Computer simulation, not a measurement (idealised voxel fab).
process module | voxel self aligned vias
cross-section cut | 185 nm wide | cells 5 nm
A cross-section is a grid of square cells, given in bands from the top down. A band is one or more rows of cells.
Each band's line starts with the height of the band's top and of its bottom, in nm. Then come its materials from left to right, each with its width in nm. One material with "throughout" fills the band from edge to edge. "air" is empty space.
Height 0 is the level under which the wafer as received is all one material. The lowest band goes on downwards, as in "0 down".
A width such as "30 to 40" changes by the same amount from each row of cells to the next, from the band's top row to its bottom row.
"no change" after a step means that no cell of the cross-section changed.
closed voids: empty space of 8 cells or more with no open way to the top, each as width x height at its distance from the left edge, in nm
after a step's settings: what the simulator itself notes on the step
overlay nm, on a step with a mask: how far to the right of its planned place the mask lay; to the left if negative
plan
1 op RECEIVE | material Si
2 op CONFORMAL_DEP | material SiO2 | thk nm 15
3 op CONFORMAL_DEP | material SiCN | thk nm 5
4 op DIRECTIONAL_DEP | material SiO2 | thk nm 30
5 op DIRECTIONAL_DEP | material aC | thk nm 15
6 op PATTERN | tone open | mask id LINES | material resist | width nm 30 | pitch nm 70 | thk nm 30 | overlay nm 0
7 op DIRECTIONAL_ETCH | etch materials aC | depth nm 15
8 op STRIP | etch materials resist
9 op DIRECTIONAL_ETCH | etch materials SiO2 | depth nm 30
10 op STRIP | etch materials aC
11 op CONFORMAL_DEP | material TiN | thk nm 5
12 op FILL_DEP | material W | thk nm 10
13 op CMP | height nm 50
14 op SELECTIVE_ETCH | etch materials W Ru TiN | depth nm 5
15 op FILL_DEP | material SiN | thk nm 5
16 op CMP | height nm 50
17 op DIRECTIONAL_DEP | material SiO2 | thk nm 15
18 op MASKED_ETCH | tone open | mask id VIAS | width nm 40 | pitch nm 70 | etch materials SiO2 | depth nm 15 | overlay nm 0
19 op MASKED_ETCH | tone open | mask id VIAS | width nm 40 | pitch nm 70 | etch materials SiN | depth nm 5 | overlay nm 0
20 op CONFORMAL_DEP | material TiN | thk nm 5
21 op FILL_DEP | material W | thk nm 5
22 op CMP | height nm 65
23 op CONFORMAL_DEP | material SiCN | thk nm 5
as received, after step 1
  0 down: Si throughout
  closed voids: none
a wafer at the end: this start, this plan, one mistake
  70 to 65: SiCN throughout
  65 to 55: SiO2 35 | TiN 5 | W 30 | TiN 5 | SiO2 30 | TiN 5 | W 30 | TiN 5 | SiO2 40
  55 to 50: SiO2 35 | TiN 10 | W 20 | TiN 10 | SiO2 30 | TiN 10 | W 20 | TiN 10 | SiO2 40
  50 to 45: SiO2 40 | TiN 30 | SiO2 40 | TiN 30 | SiO2 45
  45 to 25: SiO2 40 | TiN 5 | W 20 | TiN 5 | SiO2 40 | TiN 5 | W 20 | TiN 5 | SiO2 45
  25 to 20: SiO2 40 | TiN 30 | SiO2 40 | TiN 30 | SiO2 45
  20 to 5: SiO2 throughout
  5 to 0: SiCN throughout
  0 down: Si throughout
  closed voids: none
what went wrong: steps 2 and 3 were swapped
